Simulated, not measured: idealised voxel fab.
Process module heading - voxel transistor to metal
175 nm wide, 5 nm square cells: that's cross-section cut.
How to read a cross-section here: the picture is a grid of square cells, written as bands going from the top down, and any band can span one or more rows of cells. What a band's entry tells you: where the top is and where the bottom is, as heights in nm, and after that what lies inside, material by material from left to right, each with its width in nm. Empty space is written as the word "blank", and a single material marked with the word "all across" occupies the band from edge to edge. Measure heights from 0. That's the level where, below it, the as-received wafer is all one material. The lowest band is bottomless and extends downward; write it as in "0..down". A width given as "30->40" starts at the first number in the band's top row and ends at the second number in its bottom row, shifting by an equal amount at every step from row to row. The designation "stayed the same", where it is given for a processing step, indicates that no cell of the cross-section was altered in the course of that step. Enclosed voids (no open way to top), threshold 8 cells or more, entry "Voids, sealed", notation width x height at distance, distance from left edge, nm. It should be noted that, on the line of a given step, the content following the step's settings is a remark produced by the simulator itself with respect to that step. The optional step-line setting "overlay nm" applies to steps with a mask and quantifies how far to the right of its planned location the mask lay, a negative value indicating leftward placement.

This section lists the process steps that were planned
| 1 | RECEIVE | material Si |
| 2 | OXIDIZE | depth nm 5 |
| 3 | CONFORMAL_DEP | material SiN | thk nm 15 |
| 4 | MASKED_ETCH | tone cover | mask id ACTIVE | width nm 125 | etch materials SiN | depth nm 15 | overlay nm 0 |
| 5 | MASKED_ETCH | tone cover | mask id ACTIVE | width nm 135 | etch materials SiO2 | depth nm 5 | overlay nm 0 |
| 6 | MASKED_ETCH | tone cover | mask id ACTIVE | width nm 135 | etch materials Si | depth nm 30 | overlay nm 0 |
| 7 | FILL_DEP | material SiO2 | thk nm 10 |
| 8 | CMP | height nm 15 |
| 9 | SELECTIVE_ETCH | etch materials SiO2 | depth nm 5 |
| 10 | STRIP | etch materials SiN |
| 11 | SELECTIVE_ETCH | etch materials SiO2 | depth nm 5 |
| 12 | OXIDIZE | depth nm 5 |
| 13 | DIRECTIONAL_DEP | material polySi | thk nm 25 |
| 14 | DIRECTIONAL_DEP | material SiCN | thk nm 15 |
| 15 | PATTERN | tone cover | mask id GATE | material resist | width nm 35 | thk nm 20 | overlay nm 0 |
| 16 | DIRECTIONAL_ETCH | etch materials SiCN | depth nm 25 |
| 17 | DIRECTIONAL_ETCH | etch materials polySi | depth nm 35 |
| 18 | STRIP | etch materials resist |
| 19 | CONFORMAL_DEP | material SiO2 | thk nm 5 |
| 20 | DIRECTIONAL_ETCH | etch materials SiO2 | depth nm 5 |
| 21 | CONFORMAL_DEP | material SiN | thk nm 5 |
| 22 | DIRECTIONAL_ETCH | etch materials SiN | depth nm 5 |
| 23 | DIRECTIONAL_ETCH | etch materials SiO2 | depth nm 5 |
| 24 | DIRECTIONAL_ETCH | etch materials Si | depth nm 5 |
| 25 | EPI | material SiGe | thk nm 10 |
| 26 | FILL_DEP | material SiO2 | thk nm 10 |
| 27 | CMP | height nm 20 |
| 28 | STRIP | etch materials polySi |
| 29 | SELECTIVE_ETCH | etch materials SiO2 | depth nm 5 |
| 30 | CONFORMAL_DEP | material HfO2 | thk nm 5 |
| 31 | CONFORMAL_DEP | material TiN | thk nm 5 |
| 32 | FILL_DEP | material W | thk nm 5 |
| 33 | CMP | height nm 15 |
| 34 | DIRECTIONAL_DEP | material SiO2 | thk nm 10 |
| 35 | MASKED_ETCH | tone open | mask id CONTACT | width nm 20 | pitch nm 95 | etch materials SiO2 | depth nm 30 | overlay nm 0 |
| 36 | CONFORMAL_DEP | material TiN | thk nm 5 |
| 37 | FILL_DEP | material Ru | thk nm 10 |
| 38 | CMP | height nm 25 |
| 39 | DIRECTIONAL_DEP | material TiN | thk nm 5 |
| 40 | DIRECTIONAL_DEP | material Ru | thk nm 20 |
| 41 | DIRECTIONAL_DEP | material aC | thk nm 10 |
| 42 | PATTERN | tone cover | mask id METAL_1 | material resist | width nm 20 | pitch nm 95 | thk nm 30 | overlay nm 0 |
| 43 | DIRECTIONAL_ETCH | etch materials aC | depth nm 10 |
| 44 | STRIP | etch materials resist |
| 45 | DIRECTIONAL_ETCH | etch materials Ru | depth nm 20 |
| 46 | DIRECTIONAL_ETCH | etch materials TiN | depth nm 5 |
| 47 | STRIP | etch materials aC |
| 48 | FILL_DEP | material SiO2 | thk nm 5 |
| 49 | CMP | height nm 50 |
| 50 | CONFORMAL_DEP | material SiCN | thk nm 5 |
| 51 | DIRECTIONAL_DEP | material lowk | thk nm 30 |
| 52 | MASKED_ETCH | tone open | mask id METAL_2 | width nm 20 | pitch nm 95 | etch materials lowk | depth nm 20 | overlay nm 0 |
| 53 | PATTERN | tone open | mask id METAL_2_HOLES | material resist | width nm 15 | pitch nm 95 | thk nm 15 | overlay nm 0 |
| 54 | DIRECTIONAL_ETCH | etch materials lowk | depth nm 10 |
| 55 | DIRECTIONAL_ETCH | etch materials SiCN | depth nm 5 |
| 56 | STRIP | etch materials resist |
| 57 | CONFORMAL_DEP | material TiN | thk nm 5 |
| 58 | FILL_DEP | material Cu | thk nm 5 |
| 59 | CMP | height nm 85 |
| 60 | CONFORMAL_DEP | material SiN | thk nm 5 |
Where the wafers of this document differ is in the width nm of step 4; they start out the same, and the plan states the value that applied to the first wafer.

Cross-section of the first of several received wafers, showing its state after step 1
  0..down | Si all across
  Voids, sealed: none

End of module: cross-section of the first of several wafers after step 60, the last step
  90..85 | SiN all across
  85..70 | lowk=30, then TiN=5, then Cu=10, then TiN=5, then lowk=75, then TiN=5, then Cu=10, then TiN=5, then lowk=30
  70..65 | lowk=30, then TiN=5, then Cu=5, then TiN=10, then lowk=75, then TiN=5, then Cu=5, then TiN=10, then lowk=30
  65..55 | lowk=30, then TiN=5, then Cu=5, then TiN=5, then lowk=80, then TiN=5, then Cu=5, then TiN=5, then lowk=35
  55..50 | SiCN=30, then TiN=15, then SiCN=80, then TiN=15, then SiCN=35
  50..30 | SiO2=30, then Ru=20, then SiO2=75, then Ru=20, then SiO2=30
  30..25 | SiO2=30, then TiN=20, then SiO2=75, then TiN=20, then SiO2=30
  25..15 | SiO2=30, then TiN=5, then Ru=10, then TiN=5, then SiO2=75, then TiN=5, then Ru=10, then TiN=5, then SiO2=30
  15..5 | SiO2=30, then TiN=5, then Ru=10, then TiN=5, then SiO2=10, then SiN=5, then HfO2=5, then TiN=5, then W=25, then TiN=5, then HfO2=5, then SiN=5, then SiO2=10, then TiN=5, then Ru=10, then TiN=5, then SiO2=30
  5..0 | SiO2=25, then SiN=5, then TiN=20, then SiO2=10, then SiN=5, then HfO2=5, then TiN=5, then W=25, then TiN=5, then HfO2=5, then SiN=5, then SiO2=10, then TiN=20, then SiN=5, then SiO2=25
  0..-5 | SiO2=25, then SiN=5, then SiGe=10, then TiN=10, then SiGe=10, then SiN=5, then HfO2=5, then TiN=35, then HfO2=5, then SiN=5, then SiGe=10, then TiN=10, then SiGe=10, then SiN=5, then SiO2=25
  -5..-10 | SiO2=30, then SiGe=30, then SiO2=5, then HfO2=45, then SiO2=5, then SiGe=30, then SiO2=30
  -10..-15 | SiO2=20, then Si=10, then SiGe=30, then Si=55, then SiGe=30, then Si=10, then SiO2=20
  -15..-35 | SiO2=20, then Si=135, then SiO2=20
  -35..down | Si all across
  Voids, sealed: none

Module end, final wafer: cross-section
  90..85 | SiN all across
  85..70 | lowk=30, then TiN=5, then Cu=10, then TiN=5, then lowk=75, then TiN=5, then Cu=10, then TiN=5, then lowk=30
  70..65 | lowk=30, then TiN=5, then Cu=5, then TiN=10, then lowk=75, then TiN=5, then Cu=5, then TiN=10, then lowk=30
  65..55 | lowk=30, then TiN=5, then Cu=5, then TiN=5, then lowk=80, then TiN=5, then Cu=5, then TiN=5, then lowk=35
  55..50 | SiCN=30, then TiN=15, then SiCN=80, then TiN=15, then SiCN=35
  50..30 | SiO2=30, then Ru=20, then SiO2=75, then Ru=20, then SiO2=30
  30..25 | SiO2=30, then TiN=20, then SiO2=75, then TiN=20, then SiO2=30
  25..15 | SiO2=30, then TiN=5, then Ru=10, then TiN=5, then SiO2=75, then TiN=5, then Ru=10, then TiN=5, then SiO2=30
  15..5 | SiO2=30, then TiN=5, then Ru=10, then TiN=5, then SiO2=10, then SiN=5, then HfO2=5, then TiN=5, then W=25, then TiN=5, then HfO2=5, then SiN=5, then SiO2=10, then TiN=5, then Ru=10, then TiN=5, then SiO2=30
  5..0 | SiO2=15, then SiN=5, then SiO2=10, then TiN=5, then Ru=10, then TiN=5, then SiO2=10, then SiN=5, then HfO2=5, then TiN=5, then W=25, then TiN=5, then HfO2=5, then SiN=5, then SiO2=10, then TiN=5, then Ru=10, then TiN=5, then SiO2=10, then SiN=5, then SiO2=15
  0..-5 | SiO2=15, then SiN=5, then SiGe=10, then TiN=20, then SiGe=10, then SiN=5, then HfO2=5, then TiN=35, then HfO2=5, then SiN=5, then SiGe=10, then TiN=20, then SiGe=10, then SiN=5, then SiO2=15
  -5..-10 | SiO2=20, then SiGe=40, then SiO2=5, then HfO2=45, then SiO2=5, then SiGe=40, then SiO2=20
  -10..-15 | SiO2=15, then Si=5, then SiGe=40, then Si=55, then SiGe=40, then Si=5, then SiO2=15
  -15..-35 | SiO2=15, then Si=145, then SiO2=15
  -35..down | Si all across
  Voids, sealed: none

Every row in this table is a wafer at the end of the module, and it gives, for each of the materials, the cells that wafer has gained (+) or lost (-) since it was received, then its closed voids
width nm 125 | +18 Cu | +17 HfO2 | +48 Ru | -122 Si | +29 SiCN | +32 SiGe | +47 SiN | +299 SiO2 | +81 TiN | +15 W | +166 lowk | Voids, sealed: none
width nm 130 | +18 Cu | +17 HfO2 | +49 Ru | -123 Si | +29 SiCN | +34 SiGe | +47 SiN | +297 SiO2 | +81 TiN | +15 W | +166 lowk | Voids, sealed: none
width nm 135 | +18 Cu | +17 HfO2 | +50 Ru | -124 Si | +29 SiCN | +36 SiGe | +47 SiN | +295 SiO2 | +81 TiN | +15 W | +166 lowk | Voids, sealed: none
width nm 140 | +18 Cu | +17 HfO2 | +51 Ru | -120 Si | +29 SiCN | +38 SiGe | +47 SiN | +288 SiO2 | +81 TiN | +15 W | +166 lowk | Voids, sealed: none
width nm 145 | +18 Cu | +17 HfO2 | +52 Ru | -116 Si | +29 SiCN | +40 SiGe | +47 SiN | +281 SiO2 | +81 TiN | +15 W | +166 lowk | Voids, sealed: none
